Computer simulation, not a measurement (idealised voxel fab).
Title: Process Module voxel self aligned vias
Section shown: cut. Width: 220 nm. Cell size: 5 nm, square.
Think of the cross-section as a grid of square cells. We describe it in bands, top to bottom, and each band covers one or more rows of those cells.
What a band's entry tells you: where the top is and where the bottom is, as heights in nm, and after that what lies inside, material by material from left to right, each with its width in nm. Empty space is written as the word "blank", and a single material marked with the word "all across" occupies the band from edge to edge.
Counting heights begins at 0, where everything beneath is, in the wafer as received, one material. The lowest band has no bottom; it goes on downwards, as "0 and below" shows.
Width "30..40": first value at the band's top row of cells, second value at its bottom row, equal change from row to row.
"nothing different" -> step changed no cross-section cell.
"Closed cavity list" - sealed voids, min. 8 cells, no opening to top; format: width x height at distance (distance from left edge; nm throughout).
Note: text after step settings on the step line = simulator remark on that step.
"overlay nm" denotes, for a step that has a mask, the displacement of the mask to the right of its planned place, with negative values corresponding to the left.

Listed below are the process steps as planned:
| 1 | RECEIVE: material Si |
| 2 | CONFORMAL_DEP: material SiO2, thk nm 10 |
| 3 | CONFORMAL_DEP: material SiCN, thk nm 5 |
| 4 | DIRECTIONAL_DEP: material SiO2, thk nm 20 |
| 5 | MASKED_ETCH: tone open, mask id LINES, width nm 20, pitch nm 65, etch materials SiO2, depth nm 20, overlay nm 0 |
| 6 | CONFORMAL_DEP: material TiN, thk nm 5 |
| 7 | FILL_DEP: material Ru, thk nm 5 |
| 8 | CMP: height nm 35 |
| 9 | SELECTIVE_ETCH: etch materials W Ru TiN, depth nm 5 |
| 10 | FILL_DEP: material SiN, thk nm 5 |
| 11 | CMP: height nm 35 |
| 12 | DIRECTIONAL_DEP: material SiO2, thk nm 20 |
| 13 | DIRECTIONAL_DEP: material aC, thk nm 15 |
| 14 | PATTERN: tone open, mask id VIAS, material resist, width nm 30, pitch nm 130, thk nm 35, overlay nm 0 |
| 15 | DIRECTIONAL_ETCH: etch materials aC, depth nm 15 |
| 16 | STRIP: etch materials resist |
| 17 | DIRECTIONAL_ETCH: etch materials SiO2, depth nm 20 |
| 18 | DIRECTIONAL_ETCH: etch materials SiN, depth nm 5 |
| 19 | STRIP: etch materials aC |
| 20 | CONFORMAL_DEP: material TiN, thk nm 5 |
| 21 | FILL_DEP: material Ru, thk nm 5 |
| 22 | CMP: height nm 55 |
| 23 | CONFORMAL_DEP: material SiN, thk nm 5 |
The wafers are alike at the start. At step 14, their width nm differs. The plan lists the first wafer's value.

First wafer as received, after step 1:
> 0 and below | Si all across
> Closed cavity list: none

Each wafer at the end: cells of each material gained (+) or lost (-) since it was received, then its closed voids:
width nm 30; +40 Ru; +44 SiCN; +48 SiN; +344 SiO2; +52 TiN; Closed cavity list: none
width nm 35; +46 Ru; +44 SiCN; +48 SiN; +336 SiO2; +54 TiN; Closed cavity list: none
width nm 40; +52 Ru; +44 SiCN; +48 SiN; +328 SiO2; +56 TiN; Closed cavity list: none
width nm 45; +58 Ru; +44 SiCN; +48 SiN; +320 SiO2; +58 TiN; Closed cavity list: none
width nm 50; +64 Ru; +44 SiCN; +48 SiN; +312 SiO2; +60 TiN; Closed cavity list: none
width nm 55; +70 Ru; +44 SiCN; +48 SiN; +304 SiO2; +62 TiN; Closed cavity list: none
